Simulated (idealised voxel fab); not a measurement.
process module | voxel wiring stack
cross-section cut | 145 nm wide | cells 5 nm
A cross-section is a grid of square cells, given in bands from the top down. A band is one or more rows of cells.
Each band's line starts with the height of the band's top and of its bottom, in nm. Then come its materials from left to right, each with its width in nm. One material with "throughout" fills the band from edge to edge. "air" is empty space.
Height 0 is the level under which the wafer as received is all one material. The lowest band goes on downwards, as in "0 down".
A width such as "30 to 40" changes by the same amount from each row of cells to the next, from the band's top row to its bottom row.
"no change" after a step means that no cell of the cross-section changed.
closed voids: empty space of 8 cells or more with no open way to the top, each as width x height at its distance from the left edge, in nm
after a step's settings: what the simulator itself notes on the step
overlay nm, on a step with a mask: how far to the right of its planned place the mask lay; to the left if negative
Each pair below shows a cross-section before one step and the cross-section after it, down to the lowest band that changed. The line under each pair gives the step between them, with its settings. The pairs can come from different runs of this module on the same starting wafer, so a pair continues from the pair above only where its "before" says so.
before
  40 to 35: SiCN 35 | air 20 | SiCN 35 | air 20 | SiCN 35
  35 to 15: Ru 30 | SiCN 5 | air 20 | SiCN 5 | Ru 25 | SiCN 5 | air 20 | SiCN 5 | Ru 30
  15 to 10: TiN 30 | SiCN 30 | TiN 25 | SiCN 30 | TiN 30
  10 to 0: SiO2 throughout
  0 down: Si throughout
  closed voids: none
after
  50 to 40: SiO2 throughout
  40 to 35: SiCN 35 | SiO2 20 | SiCN 35 | SiO2 20 | SiCN 35
  35 to 15: Ru 30 | SiCN 5 | SiO2 20 | SiCN 5 | Ru 25 | SiCN 5 | SiO2 20 | SiCN 5 | Ru 30
  below 15: unchanged
  closed voids: none
the step between: op FILL_DEP | material SiO2 | thk nm 10
before: the cross-section after the pair above
after
  35 to 15: Ru 30 | SiCN 5 | SiO2 20 | SiCN 5 | Ru 25 | SiCN 5 | SiO2 20 | SiCN 5 | Ru 30
  below 15: unchanged
  closed voids: none
the step between: op CMP | height nm 35
before: the cross-section after the pair above
after
  40 to 35: SiCN throughout
  below 35: unchanged
  closed voids: none
the step between: op CONFORMAL_DEP | material SiCN | thk nm 5
before: the cross-section after the pair above
after
  50 to 40: SiO2 throughout
  below 40: unchanged
  closed voids: none
the step between: op DIRECTIONAL_DEP | material SiO2 | thk nm 10
before: the cross-section after the pair above
after
  50 to 40: SiO2 30 | air 15 | SiO2 100
  below 40: unchanged
  closed voids: none
the step between: op MASKED_ETCH | tone open | mask id PLUG_1 | width nm 15 | etch materials SiO2 | depth nm 10 | overlay nm 0
before: the cross-section after the pair above
after
  50 to 40: SiO2 30 | air 15 | SiO2 100
  40 to 35: SiCN 30 | air 15 | SiCN 100
  below 35: unchanged
  closed voids: none
the step between: op MASKED_ETCH | tone open | mask id PLUG_1 | width nm 15 | etch materials SiCN | depth nm 5 | overlay nm 0
before: the cross-section after the pair above
after
  55 to 50: TiN 35 | air 5 | TiN 105
  50 to 40: SiO2 30 | TiN 5 | air 5 | TiN 5 | SiO2 100
  40 to 35: SiCN 30 | TiN 15 | SiCN 100
  below 35: unchanged
  closed voids: none
the step between: op CONFORMAL_DEP | material TiN | thk nm 5
before: the cross-section after the pair above
after
  65 to 55: W throughout
  55 to 50: TiN 35 | W 5 | TiN 105
  50 to 40: SiO2 30 | TiN 5 | W 5 | TiN 5 | SiO2 100
  below 40: unchanged
  closed voids: none
the step between: op FILL_DEP | material W | thk nm 10
before: the cross-section after the pair above
after
  50 to 40: SiO2 30 | TiN 5 | W 5 | TiN 5 | SiO2 100
  below 40: unchanged
  closed voids: none
the step between: op CMP | height nm 50
before: the cross-section after the pair above
after
  55 to 50: SiCN throughout
  below 50: unchanged
  closed voids: none
the step between: op CONFORMAL_DEP | material SiCN | thk nm 5
before: the cross-section after the pair above
after
  75 to 55: lowk throughout
  below 55: unchanged
  closed voids: none
the step between: op DIRECTIONAL_DEP | material lowk | thk nm 20
before: the cross-section after the pair above
after
  85 to 75: aC throughout
  below 75: unchanged
  closed voids: none
the step between: op DIRECTIONAL_DEP | material aC | thk nm 10
before: the cross-section after the pair above
after
  115 to 85: resist 30 | air 30 | resist 25 | air 30 | resist 30
  below 85: unchanged
  closed voids: none
the step between: op PATTERN | tone open | mask id METAL_2 | material resist | width nm 30 | pitch nm 55 | thk nm 30 | overlay nm 0
before: the cross-section after the pair above
after
  105 to 85: resist 30 | air 30 | resist 25 | air 30 | resist 30
  85 to 75: aC 30 | air 30 | aC 25 | air 30 | aC 30
  below 75: unchanged
  closed voids: none
the step between: op DIRECTIONAL_ETCH | etch materials aC | depth nm 10
before: the cross-section after the pair above
after
  85 to 75: aC 30 | air 30 | aC 25 | air 30 | aC 30
  below 75: unchanged
  closed voids: none
the step between: op STRIP | etch materials resist
before: the cross-section after the pair above
after
  85 to 75: aC 30 | air 30 | aC 25 | air 30 | aC 30
  75 to 55: lowk 30 | air 30 | lowk 25 | air 30 | lowk 30
  below 55: unchanged
  closed voids: none
the step between: op DIRECTIONAL_ETCH | etch materials lowk | depth nm 20
before: the cross-section after the pair above
after
  85 to 75: aC 30 | air 30 | aC 25 | air 30 | aC 30
  75 to 55: lowk 30 | air 30 | lowk 25 | air 30 | lowk 30
  55 to 50: SiCN 30 | air 30 | SiCN 25 | air 30 | SiCN 30
  below 50: unchanged
  closed voids: none
the step between: op DIRECTIONAL_ETCH | etch materials SiCN | depth nm 5
before: the cross-section after the pair above
after
  75 to 55: lowk 30 | air 30 | lowk 25 | air 30 | lowk 30
  below 55: unchanged
  closed voids: none
the step between: op STRIP | etch materials aC
before: the cross-section after the pair above
after
  80 to 75: TiN 35 | air 20 | TiN 35 | air 20 | TiN 35
  75 to 55: lowk 30 | TiN 5 | air 20 | TiN 5 | lowk 25 | TiN 5 | air 20 | TiN 5 | lowk 30
  55 to 50: SiCN 30 | TiN 30 | SiCN 25 | TiN 30 | SiCN 30
  below 50: unchanged
  closed voids: none
the step between: op CONFORMAL_DEP | material TiN | thk nm 5
before: the cross-section after the pair above
after
  85 to 80: Cu throughout
  80 to 75: TiN 35 | Cu 20 | TiN 35 | Cu 20 | TiN 35
  75 to 55: lowk 30 | TiN 5 | Cu 20 | TiN 5 | lowk 25 | TiN 5 | Cu 20 | TiN 5 | lowk 30
  below 55: unchanged
  closed voids: none
the step between: op FILL_DEP | material Cu | thk nm 5
before: the cross-section after the pair above
after
  75 to 55: lowk 30 | TiN 5 | Cu 20 | TiN 5 | lowk 25 | TiN 5 | Cu 20 | TiN 5 | lowk 30
  below 55: unchanged
  closed voids: none
the step between: op CMP | height nm 75
before: the cross-section after the pair above
after
  80 to 75: SiCN throughout
  below 75: unchanged
  closed voids: none
the step between: op CONFORMAL_DEP | material SiCN | thk nm 5
before: the cross-section after the pair above
after
  100 to 80: SiO2 throughout
  below 80: unchanged
  closed voids: none
the step between: op DIRECTIONAL_DEP | material SiO2 | thk nm 20
before: the cross-section after the pair above
after
  110 to 100: aC throughout
  below 100: unchanged
  closed voids: none
the step between: op DIRECTIONAL_DEP | material aC | thk nm 10
before: the cross-section after the pair above
after
  140 to 110: resist 30 | air 15 | resist 40 | air 15 | resist 45
  below 110: unchanged
  closed voids: none
the step between: op PATTERN | tone open | mask id PLUG_2 | material resist | width nm 15 | pitch nm 55 | thk nm 30 | overlay nm 0
before: the cross-section after the pair above
after
  130 to 110: resist 30 | air 15 | resist 40 | air 15 | resist 45
  110 to 100: aC 30 | air 15 | aC 40 | air 15 | aC 45
  below 100: unchanged
  closed voids: none
the step between: op DIRECTIONAL_ETCH | etch materials aC | depth nm 10
before: the cross-section after the pair above
after
  110 to 100: aC 30 | air 15 | aC 40 | air 15 | aC 45
  below 100: unchanged
  closed voids: none
the step between: op STRIP | etch materials resist
before: the cross-section after the pair above
after
  110 to 100: aC 30 | air 15 | aC 40 | air 15 | aC 45
  100 to 80: SiO2 30 | air 15 | SiO2 40 | air 15 | SiO2 45
  below 80: unchanged
  closed voids: none
the step between: op DIRECTIONAL_ETCH | etch materials SiO2 | depth nm 20
before: the cross-section after the pair above
after
  110 to 100: aC 30 | air 15 | aC 40 | air 15 | aC 45
  100 to 80: SiO2 30 | air 15 | SiO2 40 | air 15 | SiO2 45
  80 to 75: SiCN 30 | air 15 | SiCN 40 | air 15 | SiCN 45
  below 75: unchanged
  closed voids: none
the step between: op DIRECTIONAL_ETCH | etch materials SiCN | depth nm 5
before: the cross-section after the pair above
after
  100 to 80: SiO2 30 | air 15 | SiO2 40 | air 15 | SiO2 45
  below 80: unchanged
  closed voids: none
the step between: op STRIP | etch materials aC
before: the cross-section after the pair above
after
  105 to 100: TiN 35 | air 5 | TiN 50 | air 5 | TiN 50
  100 to 80: SiO2 30 | TiN 5 | air 5 | TiN 5 | SiO2 40 | TiN 5 | air 5 | TiN 5 | SiO2 45
  80 to 75: SiCN 30 | TiN 15 | SiCN 40 | TiN 15 | SiCN 45
  below 75: unchanged
  closed voids: none
the step between: op CONFORMAL_DEP | material TiN | thk nm 5
before: the cross-section after the pair above
after
  115 to 105: W throughout
  105 to 100: TiN 35 | W 5 | TiN 50 | W 5 | TiN 50
  100 to 80: SiO2 30 | TiN 5 | W 5 | TiN 5 | SiO2 40 | TiN 5 | W 5 | TiN 5 | SiO2 45
  below 80: unchanged
  closed voids: none
the step between: op FILL_DEP | material W | thk nm 10
before: the cross-section after the pair above
after
  100 to 80: SiO2 30 | TiN 5 | W 5 | TiN 5 | SiO2 40 | TiN 5 | W 5 | TiN 5 | SiO2 45
  below 80: unchanged
  closed voids: none
the step between: op CMP | height nm 100
before: the cross-section after the pair above
after
  105 to 100: TiN throughout
  below 100: unchanged
  closed voids: none
the step between: op DIRECTIONAL_DEP | material TiN | thk nm 5
before: the cross-section after the pair above
after
  130 to 105: Ru throughout
  below 105: unchanged
  closed voids: none
the step between: op DIRECTIONAL_DEP | material Ru | thk nm 25
before: the cross-section after the pair above
after
  130 to 105: air 30 | Ru 30 | air 25 | Ru 30 | air 30
  below 105: unchanged
  closed voids: none
the step between: op MASKED_ETCH | tone cover | mask id METAL_3 | width nm 30 | pitch nm 55 | etch materials Ru | depth nm 25 | overlay nm 0
before: the cross-section after the pair above
after
  130 to 105: air 30 | Ru 30 | air 25 | Ru 30 | air 30
  105 to 100: air 30 | TiN 30 | air 25 | TiN 30 | air 30
  below 100: unchanged
  closed voids: none
the step between: op MASKED_ETCH | tone cover | mask id METAL_3 | width nm 30 | pitch nm 55 | etch materials TiN | depth nm 5 | overlay nm 0
before: the cross-section after the pair above
after
  140 to 130: SiO2 throughout
  130 to 105: SiO2 30 | Ru 30 | SiO2 25 | Ru 30 | SiO2 30
  105 to 100: SiO2 30 | TiN 30 | SiO2 25 | TiN 30 | SiO2 30
  below 100: unchanged
  closed voids: none
the step between: op FILL_DEP | material SiO2 | thk nm 10
before: the cross-section after the pair above
after
  130 to 105: SiO2 30 | Ru 30 | SiO2 25 | Ru 30 | SiO2 30
  below 105: unchanged
  closed voids: none
the step between: op CMP | height nm 130
before: the cross-section after the pair above
after
  135 to 130: SiN throughout
  below 130: unchanged
  closed voids: none
the step between: op CONFORMAL_DEP | material SiN | thk nm 5
